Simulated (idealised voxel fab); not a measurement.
process module | voxel transistor to metal
Section shown: cut. Width: 290 nm. Cell size: 5 nm, square.
Notation: cross-section as square-cell grid; stated in bands, top first, going down; one or more cell rows per band. Band: top and bottom heights (nm) first, top before bottom; then materials from left to right, widths in nm. "everywhere" marks a sole material filling the band edge to edge. "blank" denotes empty space. Heights are expressed relative to 0, this being the level below which the as-received wafer comprises one material exclusively. The lowest band is unbounded in the downward direction and is denoted as in "0 nm and below". Quick explanation for "30->40": the width changes in equal steps down the rows of cells, from the first number in the band's top row to the second number in its bottom row. Where the words "nothing got changed" appear for a step, the cross-section shows no cell changed by that step; every cell remained as before. The list in "Enclosed internal voids" covers empty spaces of 8 cells or more that cannot reach the top through any open way, and it gives each as width x height at distance; the distance is from the left edge, and width, height and distance are in nm. Text after the settings on a step's line: the simulator's own remark on that step. "overlay nm", when on a step's line for a step with a mask, measures how far to the right of its planned place the mask lay; a negative measure means to the left. Guide to the pairs. Each holds a before and an after cross-section around one process step; the after cross-section is cut off at the lowest band that changed. Look under the pair for the step between them and its settings. Pairs can come from different runs of this module on the same starting wafer, so a pair follows on from the one above it only where its entry headed "Before the process" says it does.

**Before the process**
35 nm to 30 nm: 50 nm TiN; 5 nm blank; 65 nm TiN; 5 nm blank; 40 nm TiN; 5 nm blank; 65 nm TiN; 5 nm blank; 50 nm TiN
30 nm to 20 nm: 45 nm SiO2; 5 nm TiN; 5 nm blank; 5 nm TiN; 55 nm SiO2; 5 nm TiN; 5 nm blank; 5 nm TiN; 30 nm SiO2; 5 nm TiN; 5 nm blank; 5 nm TiN; 55 nm SiO2; 5 nm TiN; 5 nm blank; 5 nm TiN; 45 nm SiO2
20 nm to 15 nm: 45 nm SiO2; 5 nm TiN; 5 nm blank; 5 nm TiN; 10 nm SiN; 5 nm HfO2; 5 nm TiN; 15 nm W; 5 nm TiN; 5 nm HfO2; 10 nm SiN; 5 nm TiN; 5 nm blank; 5 nm TiN; 30 nm SiO2; 5 nm TiN; 5 nm blank; 5 nm TiN; 10 nm SiN; 5 nm HfO2; 5 nm TiN; 15 nm W; 5 nm TiN; 5 nm HfO2; 10 nm SiN; 5 nm TiN; 5 nm blank; 5 nm TiN; 45 nm SiO2
15 nm to 10 nm: 45 nm SiO2; 15 nm TiN; 10 nm SiN; 5 nm HfO2; 5 nm TiN; 15 nm W; 5 nm TiN; 5 nm HfO2; 10 nm SiN; 15 nm TiN; 30 nm SiO2; 15 nm TiN; 10 nm SiN; 5 nm HfO2; 5 nm TiN; 15 nm W; 5 nm TiN; 5 nm HfO2; 10 nm SiN; 15 nm TiN; 45 nm SiO2
10 nm to 0 nm: 40 nm SiO2; 20 nm nSi; 10 nm SiN; 5 nm HfO2; 5 nm TiN; 15 nm W; 5 nm TiN; 5 nm HfO2; 10 nm SiN; 20 nm nSi; 20 nm SiO2; 20 nm nSi; 10 nm SiN; 5 nm HfO2; 5 nm TiN; 15 nm W; 5 nm TiN; 5 nm HfO2; 10 nm SiN; 20 nm nSi; 40 nm SiO2
0 nm to -5 nm: 40 nm SiO2; 20 nm nSi; 10 nm SiN; 5 nm HfO2; 25 nm TiN; 5 nm HfO2; 10 nm SiN; 20 nm nSi; 20 nm SiO2; 20 nm nSi; 10 nm SiN; 5 nm HfO2; 25 nm TiN; 5 nm HfO2; 10 nm SiN; 20 nm nSi; 40 nm SiO2
-5 nm to -10 nm: 35 nm SiO2; 25 nm nSi; 10 nm SiO2; 35 nm HfO2; 10 nm SiO2; 25 nm nSi; 10 nm SiO2; 25 nm nSi; 10 nm SiO2; 35 nm HfO2; 10 nm SiO2; 25 nm nSi; 35 nm SiO2
-10 nm to -25 nm: 40 nm SiO2; 20 nm nSi; 55 nm Si; 20 nm nSi; 20 nm SiO2; 20 nm nSi; 55 nm Si; 20 nm nSi; 40 nm SiO2
-25 nm to -40 nm: 40 nm SiO2; 95 nm Si; 20 nm SiO2; 95 nm Si; 40 nm SiO2
-40 nm and below: Si everywhere
Enclosed internal voids: none

**Post-Step Section View**
40 nm to 35 nm: W everywhere
35 nm to 30 nm: 50 nm TiN; 5 nm W; 65 nm TiN; 5 nm W; 40 nm TiN; 5 nm W; 65 nm TiN; 5 nm W; 50 nm TiN
30 nm to 20 nm: 45 nm SiO2; 5 nm TiN; 5 nm W; 5 nm TiN; 55 nm SiO2; 5 nm TiN; 5 nm W; 5 nm TiN; 30 nm SiO2; 5 nm TiN; 5 nm W; 5 nm TiN; 55 nm SiO2; 5 nm TiN; 5 nm W; 5 nm TiN; 45 nm SiO2
20 nm to 15 nm: 45 nm SiO2; 5 nm TiN; 5 nm W; 5 nm TiN; 10 nm SiN; 5 nm HfO2; 5 nm TiN; 15 nm W; 5 nm TiN; 5 nm HfO2; 10 nm SiN; 5 nm TiN; 5 nm W; 5 nm TiN; 30 nm SiO2; 5 nm TiN; 5 nm W; 5 nm TiN; 10 nm SiN; 5 nm HfO2; 5 nm TiN; 15 nm W; 5 nm TiN; 5 nm HfO2; 10 nm SiN; 5 nm TiN; 5 nm W; 5 nm TiN; 45 nm SiO2
Everything below 15 is unchanged.
Enclosed internal voids: none
The step that takes the structure from the upper cross-section to the lower one is FILL_DEP [material W] [thk nm 5]

Before the process: starting point is the after cross-section of the pair just above.

**Post-Step Section View**
30 nm to 20 nm: 45 nm SiO2; 5 nm TiN; 5 nm W; 5 nm TiN; 55 nm SiO2; 5 nm TiN; 5 nm W; 5 nm TiN; 30 nm SiO2; 5 nm TiN; 5 nm W; 5 nm TiN; 55 nm SiO2; 5 nm TiN; 5 nm W; 5 nm TiN; 45 nm SiO2
Everything below 20 is unchanged.
Enclosed internal voids: none
The step that takes the structure from the upper cross-section to the lower one is CMP [height nm 30]

Before the process: starting point is the after cross-section of the pair just above.

**Post-Step Section View**
35 nm to 30 nm: SiN everywhere
Everything below 30 is unchanged.
Enclosed internal voids: none
The step that takes the structure from the upper cross-section to the lower one is CONFORMAL_DEP [material SiN] [thk nm 5]

Before the process: starting point is the after cross-section of the pair just above.

**Post-Step Section View**
55 nm to 35 nm: lowk everywhere
Everything below 35 is unchanged.
Enclosed internal voids: none
The step that takes the structure from the upper cross-section to the lower one is DIRECTIONAL_DEP [material lowk] [thk nm 20]

Before the process: starting point is the after cross-section of the pair just above.

**Post-Step Section View**
55 nm to 35 nm: 45 nm lowk; 15 nm blank; 55 nm lowk; 15 nm blank; 30 nm lowk; 15 nm blank; 55 nm lowk; 15 nm blank; 45 nm lowk
Everything below 35 is unchanged.
Enclosed internal voids: none
The step that takes the structure from the upper cross-section to the lower one is MASKED_ETCH [tone open] [mask id METAL_1] [width nm 15] [etch materials lowk] [depth nm 20] [overlay nm 0]

Before the process: starting point is the after cross-section of the pair just above.

**Post-Step Section View**
55 nm to 35 nm: 45 nm lowk; 15 nm blank; 55 nm lowk; 15 nm blank; 30 nm lowk; 15 nm blank; 55 nm lowk; 15 nm blank; 45 nm lowk
35 nm to 30 nm: 45 nm SiN; 15 nm blank; 55 nm SiN; 15 nm blank; 30 nm SiN; 15 nm blank; 55 nm SiN; 15 nm blank; 45 nm SiN
Everything below 30 is unchanged.
Enclosed internal voids: none
The step that takes the structure from the upper cross-section to the lower one is MASKED_ETCH [tone open] [mask id METAL_1] [width nm 15] [etch materials SiN] [depth nm 5] [overlay nm 0]

Before the process: starting point is the after cross-section of the pair just above.

**Post-Step Section View**
60 nm to 55 nm: 50 nm TiN; 5 nm blank; 65 nm TiN; 5 nm blank; 40 nm TiN; 5 nm blank; 65 nm TiN; 5 nm blank; 50 nm TiN
55 nm to 35 nm: 45 nm lowk; 5 nm TiN; 5 nm blank; 5 nm TiN; 55 nm lowk; 5 nm TiN; 5 nm blank; 5 nm TiN; 30 nm lowk; 5 nm TiN; 5 nm blank; 5 nm TiN; 55 nm lowk; 5 nm TiN; 5 nm blank; 5 nm TiN; 45 nm lowk
35 nm to 30 nm: 45 nm SiN; 15 nm TiN; 55 nm SiN; 15 nm TiN; 30 nm SiN; 15 nm TiN; 55 nm SiN; 15 nm TiN; 45 nm SiN
Everything below 30 is unchanged.
Enclosed internal voids: none
The step that takes the structure from the upper cross-section to the lower one is CONFORMAL_DEP [material TiN] [thk nm 5]

Before the process: starting point is the after cross-section of the pair just above.

**Post-Step Section View**
70 nm to 60 nm: Ru everywhere
60 nm to 55 nm: 50 nm TiN; 5 nm Ru; 65 nm TiN; 5 nm Ru; 40 nm TiN; 5 nm Ru; 65 nm TiN; 5 nm Ru; 50 nm TiN
55 nm to 35 nm: 45 nm lowk; 5 nm TiN; 5 nm Ru; 5 nm TiN; 55 nm lowk; 5 nm TiN; 5 nm Ru; 5 nm TiN; 30 nm lowk; 5 nm TiN; 5 nm Ru; 5 nm TiN; 55 nm lowk; 5 nm TiN; 5 nm Ru; 5 nm TiN; 45 nm lowk
Everything below 35 is unchanged.
Enclosed internal voids: none
The step that takes the structure from the upper cross-section to the lower one is FILL_DEP [material Ru] [thk nm 10]

Before the process: starting point is the after cross-section of the pair just above.

**Post-Step Section View**
55 nm to 35 nm: 45 nm lowk; 5 nm TiN; 5 nm Ru; 5 nm TiN; 55 nm lowk; 5 nm TiN; 5 nm Ru; 5 nm TiN; 30 nm lowk; 5 nm TiN; 5 nm Ru; 5 nm TiN; 55 nm lowk; 5 nm TiN; 5 nm Ru; 5 nm TiN; 45 nm lowk
Everything below 35 is unchanged.
Enclosed internal voids: none
The step that takes the structure from the upper cross-section to the lower one is CMP [height nm 55]

Before the process: starting point is the after cross-section of the pair just above.

**Post-Step Section View**
60 nm to 55 nm: SiCN everywhere
Everything below 55 is unchanged.
Enclosed internal voids: none
The step that takes the structure from the upper cross-section to the lower one is CONFORMAL_DEP [material SiCN] [thk nm 5]

Before the process: starting point is the after cross-section of the pair just above.

**Post-Step Section View**
85 nm to 60 nm: lowk everywhere
Everything below 60 is unchanged.
Enclosed internal voids: none
The step that takes the structure from the upper cross-section to the lower one is DIRECTIONAL_DEP [material lowk] [thk nm 25]

Before the process: starting point is the after cross-section of the pair just above.

**Post-Step Section View**
100 nm to 85 nm: 45 nm resist; 15 nm blank; 100 nm resist; 15 nm blank; 115 nm resist
Everything below 85 is unchanged.
Enclosed internal voids: none
The step that takes the structure from the upper cross-section to the lower one is PATTERN [tone open] [mask id METAL_2] [material resist] [width nm 15] [pitch nm 115] [thk nm 15] [overlay nm 0]

Before the process: starting point is the after cross-section of the pair just above.

**Post-Step Section View**
100 nm to 85 nm: 45 nm resist; 15 nm blank; 100 nm resist; 15 nm blank; 115 nm resist
85 nm to 70 nm: 45 nm lowk; 15 nm blank; 100 nm lowk; 15 nm blank; 115 nm lowk
Everything below 70 is unchanged.
Enclosed internal voids: none
The step that takes the structure from the upper cross-section to the lower one is DIRECTIONAL_ETCH [etch materials lowk] [depth nm 15]

Before the process: starting point is the after cross-section of the pair just above.

**Post-Step Section View**
85 nm to 70 nm: 45 nm lowk; 15 nm blank; 100 nm lowk; 15 nm blank; 115 nm lowk
Everything below 70 is unchanged.
Enclosed internal voids: none
The step that takes the structure from the upper cross-section to the lower one is STRIP [etch materials resist]

Before the process: starting point is the after cross-section of the pair just above.

**Post-Step Section View**
100 nm to 85 nm: 45 nm aC; 15 nm blank; 100 nm aC; 15 nm blank; 115 nm aC
85 nm to 70 nm: 45 nm lowk; 15 nm aC; 100 nm lowk; 15 nm aC; 115 nm lowk
Everything below 70 is unchanged.
Enclosed internal voids: none
The step that takes the structure from the upper cross-section to the lower one is DIRECTIONAL_DEP [material aC] [thk nm 15]

Before the process: starting point is the after cross-section of the pair just above.

**Post-Step Section View**
130 nm to 100 nm: 45 nm resist; 15 nm blank; 100 nm resist; 15 nm blank; 115 nm resist
Everything below 100 is unchanged.
Enclosed internal voids: none
The step that takes the structure from the upper cross-section to the lower one is PATTERN [tone open] [mask id METAL_2_HOLES] [material resist] [width nm 15] [pitch nm 115] [thk nm 30] [overlay nm 0]

Before the process: starting point is the after cross-section of the pair just above.

**Post-Step Section View**
115 nm to 100 nm: 45 nm resist; 15 nm blank; 100 nm resist; 15 nm blank; 115 nm resist
100 nm to 85 nm: 45 nm aC; 15 nm blank; 100 nm aC; 15 nm blank; 115 nm aC
85 nm to 70 nm: 45 nm lowk; 15 nm blank; 100 nm lowk; 15 nm blank; 115 nm lowk
Everything below 70 is unchanged.
Enclosed internal voids: none
The step that takes the structure from the upper cross-section to the lower one is DIRECTIONAL_ETCH [etch materials aC] [depth nm 15]

Before the process: starting point is the after cross-section of the pair just above.

**Post-Step Section View**
100 nm to 85 nm: 45 nm aC; 15 nm blank; 100 nm aC; 15 nm blank; 115 nm aC
Everything below 85 is unchanged.
Enclosed internal voids: none
The step that takes the structure from the upper cross-section to the lower one is STRIP [etch materials resist]

Before the process: starting point is the after cross-section of the pair just above.

**Post-Step Section View**
100 nm to 85 nm: 45 nm aC; 15 nm blank; 100 nm aC; 15 nm blank; 115 nm aC
85 nm to 60 nm: 45 nm lowk; 15 nm blank; 100 nm lowk; 15 nm blank; 115 nm lowk
Everything below 60 is unchanged.
Enclosed internal voids: none
The step that takes the structure from the upper cross-section to the lower one is DIRECTIONAL_ETCH [etch materials lowk] [depth nm 10]

Before the process: starting point is the after cross-section of the pair just above.

**Post-Step Section View**
100 nm to 85 nm: 45 nm aC; 15 nm blank; 100 nm aC; 15 nm blank; 115 nm aC
85 nm to 60 nm: 45 nm lowk; 15 nm blank; 100 nm lowk; 15 nm blank; 115 nm lowk
60 nm to 55 nm: 45 nm SiCN; 15 nm blank; 100 nm SiCN; 15 nm blank; 115 nm SiCN
Everything below 55 is unchanged.
Enclosed internal voids: none
The step that takes the structure from the upper cross-section to the lower one is DIRECTIONAL_ETCH [etch materials SiCN] [depth nm 5]

Before the process: starting point is the after cross-section of the pair just above.

**Post-Step Section View**
85 nm to 60 nm: 45 nm lowk; 15 nm blank; 100 nm lowk; 15 nm blank; 115 nm lowk
Everything below 60 is unchanged.
Enclosed internal voids: none
The step that takes the structure from the upper cross-section to the lower one is STRIP [etch materials aC]

Before the process: starting point is the after cross-section of the pair just above.

**Post-Step Section View**
90 nm to 85 nm: 50 nm TiN; 5 nm blank; 110 nm TiN; 5 nm blank; 120 nm TiN
85 nm to 60 nm: 45 nm lowk; 5 nm TiN; 5 nm blank; 5 nm TiN; 100 nm lowk; 5 nm TiN; 5 nm blank; 5 nm TiN; 115 nm lowk
60 nm to 55 nm: 45 nm SiCN; 15 nm TiN; 100 nm SiCN; 15 nm TiN; 115 nm SiCN
Everything below 55 is unchanged.
Enclosed internal voids: none
The step that takes the structure from the upper cross-section to the lower one is CONFORMAL_DEP [material TiN] [thk nm 5]

Before the process: starting point is the after cross-section of the pair just above.

**Post-Step Section View**
95 nm to 90 nm: Ru everywhere
90 nm to 85 nm: 50 nm TiN; 5 nm Ru; 110 nm TiN; 5 nm Ru; 120 nm TiN
85 nm to 60 nm: 45 nm lowk; 5 nm TiN; 5 nm Ru; 5 nm TiN; 100 nm lowk; 5 nm TiN; 5 nm Ru; 5 nm TiN; 115 nm lowk
Everything below 60 is unchanged.
Enclosed internal voids: none
The step that takes the structure from the upper cross-section to the lower one is FILL_DEP [material Ru] [thk nm 5]

Before the process: starting point is the after cross-section of the pair just above.

**Post-Step Section View**
85 nm to 60 nm: 45 nm lowk; 5 nm TiN; 5 nm Ru; 5 nm TiN; 100 nm lowk; 5 nm TiN; 5 nm Ru; 5 nm TiN; 115 nm lowk
Everything below 60 is unchanged.
Enclosed internal voids: none
The step that takes the structure from the upper cross-section to the lower one is CMP [height nm 85]

Before the process: starting point is the after cross-section of the pair just above.

**Post-Step Section View**
90 nm to 85 nm: SiCN everywhere
Everything below 85 is unchanged.
Enclosed internal voids: none
The step that takes the structure from the upper cross-section to the lower one is CONFORMAL_DEP [material SiCN] [thk nm 5]

**Before the process**
35 nm to 25 nm: 70 nm blank; 5 nm SiO2; 25 nm SiCN; 5 nm SiO2; 80 nm blank; 5 nm SiO2; 25 nm SiCN; 5 nm SiO2; 70 nm blank
25 nm to -5 nm: 70 nm blank; 5 nm SiO2; 25 nm polySi; 5 nm SiO2; 80 nm blank; 5 nm SiO2; 25 nm polySi; 5 nm SiO2; 70 nm blank
-5 nm to -10 nm: SiO2 everywhere
-10 nm to -40 nm: 40 nm SiO2; 95 nm Si; 20 nm SiO2; 95 nm Si; 40 nm SiO2
-40 nm and below: Si everywhere
Enclosed internal voids: none

**Post-Step Section View**
35 nm to 30 nm: 75 nm blank; 25 nm SiCN; 90 nm blank; 25 nm SiCN; 75 nm blank
30 nm to 25 nm: 70 nm blank; 5 nm SiO2; 25 nm SiCN; 5 nm SiO2; 80 nm blank; 5 nm SiO2; 25 nm SiCN; 5 nm SiO2; 70 nm blank
25 nm to -5 nm: 70 nm blank; 5 nm SiO2; 25 nm polySi; 5 nm SiO2; 80 nm blank; 5 nm SiO2; 25 nm polySi; 5 nm SiO2; 70 nm blank
-5 nm to -10 nm: 70 nm blank; 35 nm SiO2; 80 nm blank; 35 nm SiO2; 70 nm blank
Everything below -10 is unchanged.
Enclosed internal voids: none
The step that takes the structure from the upper cross-section to the lower one is DIRECTIONAL_ETCH [etch materials SiO2] [depth nm 5]

Before the process: starting point is the after cross-section of the pair just above.

**Post-Step Section View**
35 nm to 30 nm: 75 nm blank; 25 nm SiCN; 90 nm blank; 25 nm SiCN; 75 nm blank
30 nm to 25 nm: 70 nm blank; 5 nm SiO2; 25 nm SiCN; 5 nm SiO2; 80 nm blank; 5 nm SiO2; 25 nm SiCN; 5 nm SiO2; 70 nm blank
25 nm to -5 nm: 70 nm blank; 5 nm SiO2; 25 nm polySi; 5 nm SiO2; 80 nm blank; 5 nm SiO2; 25 nm polySi; 5 nm SiO2; 70 nm blank
-5 nm to -10 nm: 70 nm blank; 35 nm SiO2; 80 nm blank; 35 nm SiO2; 70 nm blank
-10 nm to -25 nm: 40 nm SiO2; 30 nm blank; 35 nm Si; 30 nm blank; 20 nm SiO2; 30 nm blank; 35 nm Si; 30 nm blank; 40 nm SiO2
Everything below -25 is unchanged.
Enclosed internal voids: none
The step that takes the structure from the upper cross-section to the lower one is DIRECTIONAL_ETCH [etch materials Si] [depth nm 15]

Before the process: starting point is the after cross-section of the pair just above.

**Post-Step Section View**
35 nm to 30 nm: 75 nm blank; 25 nm SiCN; 90 nm blank; 25 nm SiCN; 75 nm blank
30 nm to 25 nm: 70 nm blank; 5 nm SiO2; 25 nm SiCN; 5 nm SiO2; 80 nm blank; 5 nm SiO2; 25 nm SiCN; 5 nm SiO2; 70 nm blank
25 nm to 10 nm: 70 nm blank; 5 nm SiO2; 25 nm polySi; 5 nm SiO2; 80 nm blank; 5 nm SiO2; 25 nm polySi; 5 nm SiO2; 70 nm blank
10 nm to -5 nm: 50 nm blank; 20 nm nSi; 5 nm SiO2; 25 nm polySi; 5 nm SiO2; 20 nm nSi; 40 nm blank; 20 nm nSi; 5 nm SiO2; 25 nm polySi; 5 nm SiO2; 20 nm nSi; 50 nm blank
-5 nm to -10 nm: 35 nm blank; 35 nm nSi; 35 nm SiO2; 35 nm nSi; 10 nm blank; 35 nm nSi; 35 nm SiO2; 35 nm nSi; 35 nm blank
-10 nm to -25 nm: 40 nm SiO2; 30 nm nSi; 35 nm Si; 30 nm nSi; 20 nm SiO2; 30 nm nSi; 35 nm Si; 30 nm nSi; 40 nm SiO2
Everything below -25 is unchanged.
Enclosed internal voids: none
The step that takes the structure from the upper cross-section to the lower one is EPI [material nSi] [thk nm 20]

Before the process: starting point is the after cross-section of the pair just above.

**Post-Step Section View**
45 nm to 35 nm: SiO2 everywhere
35 nm to 25 nm: 75 nm SiO2; 25 nm SiCN; 90 nm SiO2; 25 nm SiCN; 75 nm SiO2
25 nm to 10 nm: 75 nm SiO2; 25 nm polySi; 90 nm SiO2; 25 nm polySi; 75 nm SiO2
10 nm to -5 nm: 50 nm SiO2; 20 nm nSi; 5 nm SiO2; 25 nm polySi; 5 nm SiO2; 20 nm nSi; 40 nm SiO2; 20 nm nSi; 5 nm SiO2; 25 nm polySi; 5 nm SiO2; 20 nm nSi; 50 nm SiO2
-5 nm to -10 nm: 35 nm SiO2; 35 nm nSi; 35 nm SiO2; 35 nm nSi; 10 nm SiO2; 35 nm nSi; 35 nm SiO2; 35 nm nSi; 35 nm SiO2
Everything below -10 is unchanged.
Enclosed internal voids: none
The step that takes the structure from the upper cross-section to the lower one is FILL_DEP [material SiO2] [thk nm 10]

Before the process: starting point is the after cross-section of the pair just above.

**Post-Step Section View**
25 nm to 10 nm: 75 nm SiO2; 25 nm polySi; 90 nm SiO2; 25 nm polySi; 75 nm SiO2
Everything below 10 is unchanged.
Enclosed internal voids: none
The step that takes the structure from the upper cross-section to the lower one is CMP [height nm 25]

Before the process: starting point is the after cross-section of the pair just above.

**Post-Step Section View**
25 nm to 10 nm: 75 nm SiO2; 25 nm blank; 90 nm SiO2; 25 nm blank; 75 nm SiO2
10 nm to -5 nm: 50 nm SiO2; 20 nm nSi; 5 nm SiO2; 25 nm blank; 5 nm SiO2; 20 nm nSi; 40 nm SiO2; 20 nm nSi; 5 nm SiO2; 25 nm blank; 5 nm SiO2; 20 nm nSi; 50 nm SiO2
Everything below -5 is unchanged.
Enclosed internal voids: none
The step that takes the structure from the upper cross-section to the lower one is STRIP [etch materials polySi]

Before the process: starting point is the after cross-section of the pair just above.

**Post-Step Section View**
20 nm to 10 nm: 70 nm SiO2; 35 nm blank; 80 nm SiO2; 35 nm blank; 70 nm SiO2
10 nm to -5 nm: 50 nm SiO2; 20 nm nSi; 35 nm blank; 20 nm nSi; 40 nm SiO2; 20 nm nSi; 35 nm blank; 20 nm nSi; 50 nm SiO2
-5 nm to -10 nm: 35 nm SiO2; 35 nm nSi; 35 nm blank; 35 nm nSi; 10 nm SiO2; 35 nm nSi; 35 nm blank; 35 nm nSi; 35 nm SiO2
Everything below -10 is unchanged.
Enclosed internal voids: none
The step that takes the structure from the upper cross-section to the lower one is SELECTIVE_ETCH [etch materials SiO2] [depth nm 5]

Before the process: starting point is the after cross-section of the pair just above.

**Post-Step Section View**
25 nm to 20 nm: 75 nm HfO2; 25 nm blank; 90 nm HfO2; 25 nm blank; 75 nm HfO2
20 nm to 10 nm: 70 nm SiO2; 5 nm HfO2; 25 nm blank; 5 nm HfO2; 80 nm SiO2; 5 nm HfO2; 25 nm blank; 5 nm HfO2; 70 nm SiO2
10 nm to -5 nm: 50 nm SiO2; 20 nm nSi; 5 nm HfO2; 25 nm blank; 5 nm HfO2; 20 nm nSi; 40 nm SiO2; 20 nm nSi; 5 nm HfO2; 25 nm blank; 5 nm HfO2; 20 nm nSi; 50 nm SiO2
-5 nm to -10 nm: 35 nm SiO2; 35 nm nSi; 35 nm HfO2; 35 nm nSi; 10 nm SiO2; 35 nm nSi; 35 nm HfO2; 35 nm nSi; 35 nm SiO2
Everything below -10 is unchanged.
Enclosed internal voids: none
The step that takes the structure from the upper cross-section to the lower one is CONFORMAL_DEP [material HfO2] [thk nm 5]

Before the process: starting point is the after cross-section of the pair just above.

**Post-Step Section View**
30 nm to 25 nm: 80 nm TiN; 15 nm blank; 100 nm TiN; 15 nm blank; 80 nm TiN
25 nm to 20 nm: 75 nm HfO2; 5 nm TiN; 15 nm blank; 5 nm TiN; 90 nm HfO2; 5 nm TiN; 15 nm blank; 5 nm TiN; 75 nm HfO2
20 nm to 10 nm: 70 nm SiO2; 5 nm HfO2; 5 nm TiN; 15 nm blank; 5 nm TiN; 5 nm HfO2; 80 nm SiO2; 5 nm HfO2; 5 nm TiN; 15 nm blank; 5 nm TiN; 5 nm HfO2; 70 nm SiO2
10 nm to 0 nm: 50 nm SiO2; 20 nm nSi; 5 nm HfO2; 5 nm TiN; 15 nm blank; 5 nm TiN; 5 nm HfO2; 20 nm nSi; 40 nm SiO2; 20 nm nSi; 5 nm HfO2; 5 nm TiN; 15 nm blank; 5 nm TiN; 5 nm HfO2; 20 nm nSi; 50 nm SiO2
0 nm to -5 nm: 50 nm SiO2; 20 nm nSi; 5 nm HfO2; 25 nm TiN; 5 nm HfO2; 20 nm nSi; 40 nm SiO2; 20 nm nSi; 5 nm HfO2; 25 nm TiN; 5 nm HfO2; 20 nm nSi; 50 nm SiO2
Everything below -5 is unchanged.
Enclosed internal voids: none
The step that takes the structure from the upper cross-section to the lower one is CONFORMAL_DEP [material TiN] [thk nm 5]

Before the process: starting point is the after cross-section of the pair just above.

**Post-Step Section View**
35 nm to 30 nm: W everywhere
30 nm to 25 nm: 80 nm TiN; 15 nm W; 100 nm TiN; 15 nm W; 80 nm TiN
25 nm to 20 nm: 75 nm HfO2; 5 nm TiN; 15 nm W; 5 nm TiN; 90 nm HfO2; 5 nm TiN; 15 nm W; 5 nm TiN; 75 nm HfO2
20 nm to 10 nm: 70 nm SiO2; 5 nm HfO2; 5 nm TiN; 15 nm W; 5 nm TiN; 5 nm HfO2; 80 nm SiO2; 5 nm HfO2; 5 nm TiN; 15 nm W; 5 nm TiN; 5 nm HfO2; 70 nm SiO2
10 nm to 0 nm: 50 nm SiO2; 20 nm nSi; 5 nm HfO2; 5 nm TiN; 15 nm W; 5 nm TiN; 5 nm HfO2; 20 nm nSi; 40 nm SiO2; 20 nm nSi; 5 nm HfO2; 5 nm TiN; 15 nm W; 5 nm TiN; 5 nm HfO2; 20 nm nSi; 50 nm SiO2
Everything below 0 is unchanged.
Enclosed internal voids: none
The step that takes the structure from the upper cross-section to the lower one is FILL_DEP [material W] [thk nm 5]

Before the process: starting point is the after cross-section of the pair just above.

**Post-Step Section View**
20 nm to 10 nm: 70 nm SiO2; 5 nm HfO2; 5 nm TiN; 15 nm W; 5 nm TiN; 5 nm HfO2; 80 nm SiO2; 5 nm HfO2; 5 nm TiN; 15 nm W; 5 nm TiN; 5 nm HfO2; 70 nm SiO2
Everything below 10 is unchanged.
Enclosed internal voids: none
The step that takes the structure from the upper cross-section to the lower one is CMP [height nm 20]

Before the process: starting point is the after cross-section of the pair just above.

**Post-Step Section View**
30 nm to 20 nm: SiO2 everywhere
Everything below 20 is unchanged.
Enclosed internal voids: none
The step that takes the structure from the upper cross-section to the lower one is DIRECTIONAL_DEP [material SiO2] [thk nm 10]

Before the process: starting point is the after cross-section of the pair just above.

**Post-Step Section View**
45 nm to 30 nm: 45 nm resist; 15 nm blank; 55 nm resist; 15 nm blank; 30 nm resist; 15 nm blank; 55 nm resist; 15 nm blank; 45 nm resist
Everything below 30 is unchanged.
Enclosed internal voids: none
The step that takes the structure from the upper cross-section to the lower one is PATTERN [tone open] [mask id CONTACT] [material resist] [width nm 15] [thk nm 15] [overlay nm 0]

Before the process: starting point is the after cross-section of the pair just above.

**Post-Step Section View**
45 nm to 30 nm: 45 nm resist; 15 nm blank; 55 nm resist; 15 nm blank; 30 nm resist; 15 nm blank; 55 nm resist; 15 nm blank; 45 nm resist
30 nm to 20 nm: 45 nm SiO2; 15 nm blank; 55 nm SiO2; 15 nm blank; 30 nm SiO2; 15 nm blank; 55 nm SiO2; 15 nm blank; 45 nm SiO2
20 nm to 10 nm: 45 nm SiO2; 15 nm blank; 10 nm SiO2; 5 nm HfO2; 5 nm TiN; 15 nm W; 5 nm TiN; 5 nm HfO2; 10 nm SiO2; 15 nm blank; 30 nm SiO2; 15 nm blank; 10 nm SiO2; 5 nm HfO2; 5 nm TiN; 15 nm W; 5 nm TiN; 5 nm HfO2; 10 nm SiO2; 15 nm blank; 45 nm SiO2
Everything below 10 is unchanged.
Enclosed internal voids: none
The step that takes the structure from the upper cross-section to the lower one is DIRECTIONAL_ETCH [etch materials SiO2] [depth nm 20]

Before the process: starting point is the after cross-section of the pair just above.

**Post-Step Section View**
30 nm to 20 nm: 45 nm SiO2; 15 nm blank; 55 nm SiO2; 15 nm blank; 30 nm SiO2; 15 nm blank; 55 nm SiO2; 15 nm blank; 45 nm SiO2
Everything below 20 is unchanged.
Enclosed internal voids: none
The step that takes the structure from the upper cross-section to the lower one is STRIP [etch materials resist]

Before the process: starting point is the after cross-section of the pair just above.

**Post-Step Section View**
35 nm to 30 nm: 50 nm TiN; 5 nm blank; 65 nm TiN; 5 nm blank; 40 nm TiN; 5 nm blank; 65 nm TiN; 5 nm blank; 50 nm TiN
30 nm to 20 nm: 45 nm SiO2; 5 nm TiN; 5 nm blank; 5 nm TiN; 55 nm SiO2; 5 nm TiN; 5 nm blank; 5 nm TiN; 30 nm SiO2; 5 nm TiN; 5 nm blank; 5 nm TiN; 55 nm SiO2; 5 nm TiN; 5 nm blank; 5 nm TiN; 45 nm SiO2
20 nm to 15 nm: 45 nm SiO2; 5 nm TiN; 5 nm blank; 5 nm TiN; 10 nm SiO2; 5 nm HfO2; 5 nm TiN; 15 nm W; 5 nm TiN; 5 nm HfO2; 10 nm SiO2; 5 nm TiN; 5 nm blank; 5 nm TiN; 30 nm SiO2; 5 nm TiN; 5 nm blank; 5 nm TiN; 10 nm SiO2; 5 nm HfO2; 5 nm TiN; 15 nm W; 5 nm TiN; 5 nm HfO2; 10 nm SiO2; 5 nm TiN; 5 nm blank; 5 nm TiN; 45 nm SiO2
15 nm to 10 nm: 45 nm SiO2; 15 nm TiN; 10 nm SiO2; 5 nm HfO2; 5 nm TiN; 15 nm W; 5 nm TiN; 5 nm HfO2; 10 nm SiO2; 15 nm TiN; 30 nm SiO2; 15 nm TiN; 10 nm SiO2; 5 nm HfO2; 5 nm TiN; 15 nm W; 5 nm TiN; 5 nm HfO2; 10 nm SiO2; 15 nm TiN; 45 nm SiO2
Everything below 10 is unchanged.
Enclosed internal voids: none
The step that takes the structure from the upper cross-section to the lower one is CONFORMAL_DEP [material TiN] [thk nm 5]
